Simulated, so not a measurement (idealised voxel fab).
Name of the process module below: voxel ribs on slabs
Cross-section cut spans 290 nm and uses square cells 5 nm in size.
Cross-section format: a grid of square cells, given as bands from top to bottom; each band is one or more rows of cells. This entry defines a band. It first specifies the height of the band's top and the height of its bottom in nm, and then specifies the band's materials from left to right, stating each material with its width in nm. The word "all across" identifies a single material that fills the band from edge to edge, while the word "empty" identifies empty space. Below 0: as-received wafer, all one material; heights counted from there. Lowest band: no bottom, goes on down, written "z 0 and below". The expression "30->40" gives the width at the extremes of the band, the first number at its top row of cells and the second at its bottom row, with the width changing by equal amounts from each row to the next in between. Step marked "no alteration"? Then no cell in the cross-section changed in it. "Closed void table" enumerates empty spaces isolated from the top, with no open way to it, that contain at least 8 cells, giving each as width x height at distance from the left edge, all three in nm. Read whatever lies past the settings on a step's line as the simulator's own remark about the step. overlay nm: mask right of planned place by this much (step with mask). Neg. = left.

So here's the lineup of process steps we planned:
| 1 | RECEIVE with material Si |
| 2 | DIRECTIONAL_DEP with material SiO2, thk nm 20 |
| 3 | DIRECTIONAL_DEP with material polySi, thk nm 15 |
| 4 | MASKED_ETCH with tone cover, mask id RIB, width nm 25, etch materials polySi, depth nm 5, overlay nm 0 |
| 5 | DIRECTIONAL_DEP with material aC, thk nm 10 |
| 6 | PATTERN with tone cover, mask id SLAB, material resist, width nm 75, thk nm 25, overlay nm 0 |
| 7 | DIRECTIONAL_ETCH with etch materials aC, depth nm 10 |
| 8 | STRIP with etch materials resist |
| 9 | DIRECTIONAL_ETCH with etch materials polySi, depth nm 10 |
| 10 | STRIP with etch materials aC |
| 11 | FILL_DEP with material SiO2, thk nm 20 |
| 12 | CMP with height nm 45 |
| 13 | DIRECTIONAL_DEP with material TiN, thk nm 5 |
| 14 | DIRECTIONAL_DEP with material aC, thk nm 15 |
| 15 | PATTERN with tone cover, mask id HEATER, material resist, width nm 35, thk nm 35, overlay nm 0 |
| 16 | DIRECTIONAL_ETCH with etch materials aC, depth nm 15 |
| 17 | STRIP with etch materials resist |
| 18 | DIRECTIONAL_ETCH with etch materials TiN, depth nm 5 |
| 19 | STRIP with etch materials aC |
| 20 | CONFORMAL_DEP with material SiO2, thk nm 5 |

As-received wafer cross-section (after step 1):
- z 0 and below = Si all across
- Closed void table: none

Cross-section: first of two wafers, module finished, run according to plan:
- z 55 to 50 = empty 120 nm, then SiO2 45 nm, then empty 125 nm
- z 50 to 45 = SiO2 125 nm, then TiN 35 nm, then SiO2 130 nm
- z 45 to 35 = SiO2 all across
- z 35 to 30 = SiO2 130 nm, then polySi 25 nm, then SiO2 135 nm
- z 30 to 20 = SiO2 105 nm, then polySi 75 nm, then SiO2 110 nm
- z 20 to 0 = SiO2 all across
- z 0 and below = Si all across
- Closed void table: none

End of module, second wafer, cross-section. Started like the first, planned like the first, run with one mistake:
- z 70 to 50 = SiO2 all across
- z 50 to 45 = TiN all across
- z 45 to 35 = SiO2 all across
- z 35 to 30 = SiO2 130 nm, then polySi 25 nm, then SiO2 135 nm
- z 30 to 20 = SiO2 105 nm, then polySi 75 nm, then SiO2 110 nm
- z 20 to 0 = SiO2 all across
- z 0 and below = Si all across
- Closed void table: none
What broke from the plan during processing? heads up, step 14 didn't go per plan, it actually ran as DIRECTIONAL_DEP with material SiO2, thk nm 15
Cell-count delta at end, second wafer over first, by material: SiO2: 172 more | TiN: 51 more
